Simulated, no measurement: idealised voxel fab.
Process module heading - voxel capacitor over wiring
We display cut, a cross-section 255 nm in width whose square cells are each 5 nm.
Throughout this document, each cross-section is represented as a grid of square cells and is presented as a sequence of bands enumerated from the top downward, where a band comprises one or more rows of cells.
Read a band's entry like this: the first values are the height of its top and the height of its bottom in nm, and what follows is the sequence of materials from left to right, each with its width in nm. Note that "blank" is empty space, and that a single material marked "throughout" reaches across the band from edge to edge.
Ref level 0: as-received wafer is one material below here. Bottom band extends down with no lower bound ("0 down").
It should be noted that a width expressed as "30->40" varies in equal increments from row to row of cells within the band, taking the value of the first number at the top row and that of the second number at the bottom row.
Where the words "remains unaltered" appear for a step, the cross-section shows no cell changed by that step; every cell remained as before.
"closed voids" means: voids of 8 cells or more that are shut off from the top with no open way through. Written width x height at distance, distance from the left edge, in nm.
If you see something after the settings on a step's line, that's the simulator's own remark about that step.
overlay nm: where the mask lay relative to plan, measured to the right, on steps with a mask; negatives go left.
[plan]
- 1: RECEIVE with material Si
- 2: CONFORMAL_DEP with material SiO2, thk nm 15
- 3: CONFORMAL_DEP with material SiN, thk nm 5
- 4: DIRECTIONAL_DEP with material lowk, thk nm 25
- 5: DIRECTIONAL_DEP with material aC, thk nm 10
- 6: PATTERN with tone open, mask id METAL_1, material resist, width nm 25, pitch nm 95, thk nm 25, overlay nm 0
- 7: DIRECTIONAL_ETCH with etch materials aC, depth nm 10
- 8: STRIP with etch materials resist
- 9: DIRECTIONAL_ETCH with etch materials lowk, depth nm 25
- 10: DIRECTIONAL_ETCH with etch materials SiN, depth nm 5
- 11: STRIP with etch materials aC
- 12: CONFORMAL_DEP with material TiN, thk nm 5
- 13: FILL_DEP with material Cu, thk nm 10
- 14: CMP with height nm 45
- 15: CONFORMAL_DEP with material SiCN, thk nm 5
- 16: DIRECTIONAL_DEP with material SiO2, thk nm 10
- 17: PATTERN with tone open, mask id PLUG_1, material resist, width nm 15, thk nm 15, overlay nm 0
- 18: DIRECTIONAL_ETCH with etch materials SiO2, depth nm 10
- 19: DIRECTIONAL_ETCH with etch materials SiCN, depth nm 5
- 20: STRIP with etch materials resist
- 21: CONFORMAL_DEP with material TiN, thk nm 5
- 22: FILL_DEP with material W, thk nm 10
- 23: CMP with height nm 60
- 24: DIRECTIONAL_DEP with material TiN, thk nm 10
- 25: DIRECTIONAL_DEP with material SiN, thk nm 5
- 26: DIRECTIONAL_DEP with material TiN, thk nm 10
- 27: DIRECTIONAL_DEP with material aC, thk nm 10
- 28: PATTERN with tone cover, mask id UPPER_PLATE, material resist, width nm 75, thk nm 25, overlay nm 0
- 29: DIRECTIONAL_ETCH with etch materials aC, depth nm 10
- 30: STRIP with etch materials resist
- 31: DIRECTIONAL_ETCH with etch materials TiN, depth nm 10
- 32: DIRECTIONAL_ETCH with etch materials SiN, depth nm 5
- 33: STRIP with etch materials aC
- 34: DIRECTIONAL_DEP with material aC, thk nm 15
- 35: PATTERN with tone cover, mask id LOWER_PLATE, material resist, width nm 85, thk nm 30, overlay nm 0
- 36: DIRECTIONAL_ETCH with etch materials aC, depth nm 15
- 37: STRIP with etch materials resist
- 38: DIRECTIONAL_ETCH with etch materials TiN, depth nm 10
- 39: STRIP with etch materials aC
- 40: FILL_DEP with material SiO2, thk nm 15
- 41: CMP with height nm 95
- 42: DIRECTIONAL_DEP with material aC, thk nm 10
- 43: PATTERN with tone open, mask id PLUG_2, material resist, width nm 15, thk nm 25, overlay nm 0
- 44: DIRECTIONAL_ETCH with etch materials aC, depth nm 10
- 45: STRIP with etch materials resist
- 46: DIRECTIONAL_ETCH with etch materials SiO2, depth nm 10
- 47: STRIP with etch materials aC
- 48: CONFORMAL_DEP with material TiN, thk nm 5
- 49: FILL_DEP with material Cu, thk nm 5
- 50: CMP with height nm 95
- 51: CONFORMAL_DEP with material SiN, thk nm 5
[Cross-section of the wafer as it came to us, i.e., already through step 1]
0 down  Si throughout
closed voids: none
[Look at the cross-section after the module: the wafer started out the way shown above and the plan was the one shown above, yet one mistake was made along the way]
100 to 95  SiN throughout
95 to 90  85 of SiO2 / 5 of TiN / 5 of Cu / 5 of TiN / 155 of SiO2
90 to 85  85 of SiO2 / 15 of TiN / 155 of SiO2
85 to 75  75 of SiO2 / 75 of TiN / 105 of SiO2
75 to 70  75 of SiO2 / 75 of SiN / 105 of SiO2
70 to 60  70 of SiO2 / 85 of TiN / 100 of SiO2
60 to 50  75 of SiO2 / 5 of TiN / 5 of W / 5 of TiN / 165 of SiO2
50 to 45  75 of SiCN / 15 of TiN / 165 of SiCN
45 to 20  SiO2 throughout
20 to 15  SiN throughout
15 to 0  SiO2 throughout
0 down  Si throughout
closed voids: none
What was done differently from what was planned? step 4 off recipe, ran as DIRECTIONAL_DEP with material SiO2, thk nm 25
